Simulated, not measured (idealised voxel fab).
The following process module bears the name voxel transistor to metal.
It is cross-section cut that appears here, measuring 150 nm in width, its square cells being 5 nm in size.
How to read a cross-section here: the picture is a grid of square cells, written as bands going from the top down, and any band can span one or more rows of cells. Top, bottom (nm), then materials left to right with widths (nm); lone material tagged "everywhere" fills the whole band edge to edge; "empty" = empty space. Height is counted from the level 0, under which the received wafer is composed throughout of one material. The lowest of the bands is not closed at the bottom but continues downward, in the notation "0 and below". A width such as "30->40" changes by the same amount from each row of cells to the next, from the band's top row to its bottom row. What does "nothing altered" mean for a step? It means no cell of the cross-section changed in that step. Voids not open to the top, 8 cells minimum: see "Closed void listing". Written width x height at distance; distance is from the left edge; nm. On each step's line, the part that comes after the settings is the simulator's own comment on the step. If you see "overlay nm" on a step's line and that step has a mask, it's telling you how far right of where it was planned the mask ended up; a negative number means it went left instead.
# These are the steps we planned for the process
1,RECEIVE [material Si]
2,CONFORMAL_DEP [material SiO2] [thk nm 5]
3,CONFORMAL_DEP [material SiN] [thk nm 15]
4,DIRECTIONAL_DEP [material aC] [thk nm 10]
5,PATTERN [tone cover] [mask id ACTIVE] [material resist] [width nm 105] [thk nm 30] [overlay nm 0]
6,DIRECTIONAL_ETCH [etch materials aC] [depth nm 10]
7,STRIP [etch materials resist]
8,DIRECTIONAL_ETCH [etch materials SiN] [depth nm 15]
9,DIRECTIONAL_ETCH [etch materials SiO2] [depth nm 5]
10,DIRECTIONAL_ETCH [etch materials Si] [depth nm 35]
11,STRIP [etch materials aC]
12,OXIDIZE [depth nm 5]
13,FILL_DEP [material SiO2] [thk nm 5]
14,CMP [height nm 20]
15,SELECTIVE_ETCH [etch materials SiO2] [depth nm 5]
16,STRIP [etch materials SiN]
17,SELECTIVE_ETCH [etch materials SiO2] [depth nm 5]
18,OXIDIZE [depth nm 5]
19,DIRECTIONAL_DEP [material polySi] [thk nm 20]
20,DIRECTIONAL_DEP [material SiCN] [thk nm 15]
21,MASKED_ETCH [tone cover] [mask id GATE] [width nm 25] [etch materials SiCN] [depth nm 25] [overlay nm 0]
22,MASKED_ETCH [tone cover] [mask id GATE] [width nm 25] [etch materials polySi] [depth nm 30] [overlay nm 0]
23,CONFORMAL_DEP [material SiO2] [thk nm 5]
24,DIRECTIONAL_ETCH [etch materials SiO2] [depth nm 5]
25,CONFORMAL_DEP [material SiN] [thk nm 5]
26,DIRECTIONAL_ETCH [etch materials SiN] [depth nm 5]
27,DIRECTIONAL_ETCH [etch materials SiO2] [depth nm 5]
28,DIRECTIONAL_ETCH [etch materials Si] [depth nm 10]
29,EPI [material pSi] [thk nm 15]
30,FILL_DEP [material SiO2] [thk nm 10]
31,CMP [height nm 35]
32,DIRECTIONAL_DEP [material SiO2] [thk nm 10]
33,PATTERN [tone open] [mask id CONTACT] [material resist] [width nm 30] [pitch nm 65] [thk nm 15] [overlay nm 0]
34,DIRECTIONAL_ETCH [etch materials SiO2] [depth nm 45]
35,STRIP [etch materials resist]
36,CONFORMAL_DEP [material TiN] [thk nm 5]
37,FILL_DEP [material W] [thk nm 5]
38,CMP [height nm 45]
39,DIRECTIONAL_DEP [material TiN] [thk nm 5]
40,DIRECTIONAL_DEP [material W] [thk nm 15]
41,PATTERN [tone cover] [mask id METAL_1] [material resist] [width nm 20] [pitch nm 75] [thk nm 20] [overlay nm 0]
42,DIRECTIONAL_ETCH [etch materials W] [depth nm 15]
43,DIRECTIONAL_ETCH [etch materials TiN] [depth nm 5]
44,STRIP [etch materials resist]
45,FILL_DEP [material lowk] [thk nm 10]
46,CMP [height nm 65]
47,CONFORMAL_DEP [material SiCN] [thk nm 5]
# Cross-section of the wafer at receipt, which is the condition after step 1
	0 and below = Si everywhere
	Closed void listing: none
# The module was run from the start shown above using the plan shown above, but one mistake was made doing it; the resulting wafer cross-section is below
	70 down to 65 = SiCN everywhere
	65 down to 50 = lowk: 25 / W: 20 / lowk: 55 / W: 20 / lowk: 30
	50 down to 45 = lowk: 25 / TiN: 20 / lowk: 55 / TiN: 20 / lowk: 30
	45 down to 35 = SiO2: 25 / TiN: 5 / W: 20->15 / TiN: 5->10 / SiO2: 35 / TiN: 5->10 / W: 20->15 / TiN: 5 / SiO2: 30
	35 down to 30 = SiO2: 25 / TiN: 5 / W: 15 / TiN: 5 / SiN: 5 / SiO2: 5 / SiCN: 25 / SiO2: 5 / SiN: 5 / TiN: 5 / W: 15 / TiN: 5 / SiO2: 30
	30 down to 25 = SiO2: 25 / TiN: 25 / SiN: 5 / SiO2: 5 / SiCN: 25 / SiO2: 5 / SiN: 5 / TiN: 25 / SiO2: 30
	25 down to 20 = SiO2: 20 / pSi: 30 / SiN: 5 / SiO2: 5 / SiCN: 25 / SiO2: 5 / SiN: 5 / pSi: 30 / SiO2: 25
	20 down to 10 = SiO2: 20 / pSi: 30 / SiN: 5 / SiO2: 5 / polySi: 25 / SiO2: 5 / SiN: 5 / pSi: 30 / SiO2: 25
	10 down to 0 = SiO2: 20 / SiN: 5 / pSi: 25 / SiN: 5 / SiO2: 5 / polySi: 25 / SiO2: 5 / SiN: 5 / pSi: 25 / SiN: 5 / SiO2: 25
	0 down to -5 = SiO2: 25 / pSi: 25 / SiO2: 45 / pSi: 25 / SiO2: 30
	-5 down to -15 = SiO2: 25 / pSi: 25 / Si: 45 / pSi: 25 / SiO2: 30
	-15 down to -40 = SiO2: 25 / Si: 95 / SiO2: 30
	-40 and below = Si everywhere
	Closed void listing: none
Processing error: step 29, plan: ran twice
